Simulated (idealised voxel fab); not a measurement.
Process module name: voxel ribs on slabs
We display cut, a cross-section 205 nm in width whose square cells are each 5 nm.
In this document a cross-section is written as a grid of square cells. It is given as a series of bands, listed from the top down, and a band is one or more rows of cells.
Look at the band entry: it leads with the top's height and the bottom's height in nm. Then it lists the materials left to right, with a width in nm for each. The word "all across" on a single material says that material fills the band edge to edge. The word "blank" is empty space.
Below 0: as-received wafer, all one material; heights counted from there. Lowest band: no bottom, goes on down, written "0 nm and below".
Width "30 to 40": first value at the band's top row of cells, second value at its bottom row, equal change from row to row.
"identical to before" after a step means that no cell of the cross-section changed.
You'll see "Sealed void list" listing empty spaces that have no way open to the top, as long as they're 8 cells or more; the notation is width x height at distance, where the distance is from the left edge, and all of it is in nm.
Note: text after step settings on the step line = simulator remark on that step.
overlay nm: how far to the right of its planned place the mask lay on this masked step (negative: to the left).

**Steps planned for the process**
step 1: RECEIVE | material Si
step 2: DIRECTIONAL_DEP | material SiO2 | thk nm 25
step 3: DIRECTIONAL_DEP | material SiN | thk nm 15
step 4: DIRECTIONAL_DEP | material aC | thk nm 10
step 5: PATTERN | tone cover | mask id RIB | material resist | width nm 20 | thk nm 25 | overlay nm 0
step 6: DIRECTIONAL_ETCH | etch materials aC | depth nm 10
step 7: STRIP | etch materials resist
step 8: DIRECTIONAL_ETCH | etch materials SiN | depth nm 5
step 9: STRIP | etch materials aC
step 10: MASKED_ETCH | tone cover | mask id SLAB | width nm 60 | etch materials SiN | depth nm 10 | overlay nm 0
step 11: FILL_DEP | material SiO2 | thk nm 15
step 12: CMP | height nm 50
step 13: DIRECTIONAL_DEP | material W | thk nm 10
step 14: PATTERN | tone cover | mask id HEATER | material resist | width nm 30 | thk nm 15 | overlay nm 0
step 15: DIRECTIONAL_ETCH | etch materials W | depth nm 10
step 16: STRIP | etch materials resist
step 17: CONFORMAL_DEP | material SiN | thk nm 5

**As-received state of the wafer in cross-section, equivalent to post-step 1**
> 0 nm and below: Si all across
> Sealed void list: none

**Module complete - cross-section of the first of two wafers, run according to plan**
> 65 nm to 60 nm: 80 blank  40 SiN  85 blank
> 60 nm to 55 nm: 80 blank  5 SiN  30 W  5 SiN  85 blank
> 55 nm to 50 nm: 85 SiN  30 W  90 SiN
> 50 nm to 40 nm: SiO2 all across
> 40 nm to 35 nm: 90 SiO2  20 SiN  95 SiO2
> 35 nm to 25 nm: 70 SiO2  60 SiN  75 SiO2
> 25 nm to 0 nm: SiO2 all across
> 0 nm and below: Si all across
> Sealed void list: none

**Wafer two, sectioned after the module: the first wafer's start, the first wafer's plan, and one mistake in how it was run**
> 65 nm to 60 nm: 80 blank  40 SiN  85 blank
> 60 nm to 55 nm: 80 blank  5 SiN  30 W  5 SiN  85 blank
> 55 nm to 50 nm: 85 SiN  30 W  90 SiN
> 50 nm to 40 nm: SiO2 all across
> 40 nm to 35 nm: 95 SiO2  15 SiN  95 SiO2
> 35 nm to 25 nm: 70 SiO2  60 SiN  75 SiO2
> 25 nm to 0 nm: SiO2 all across
> 0 nm and below: Si all across
> Sealed void list: none
what went wrong: step 5 was run on a setting that differed from the plan, and what really ran there is PATTERN | tone cover | mask id RIB | material resist | width nm 15 | thk nm 25 | overlay nm 0
Count the cells at the end and the second wafer has more or fewer of some materials than the first: SiN -1 | SiO2 +1
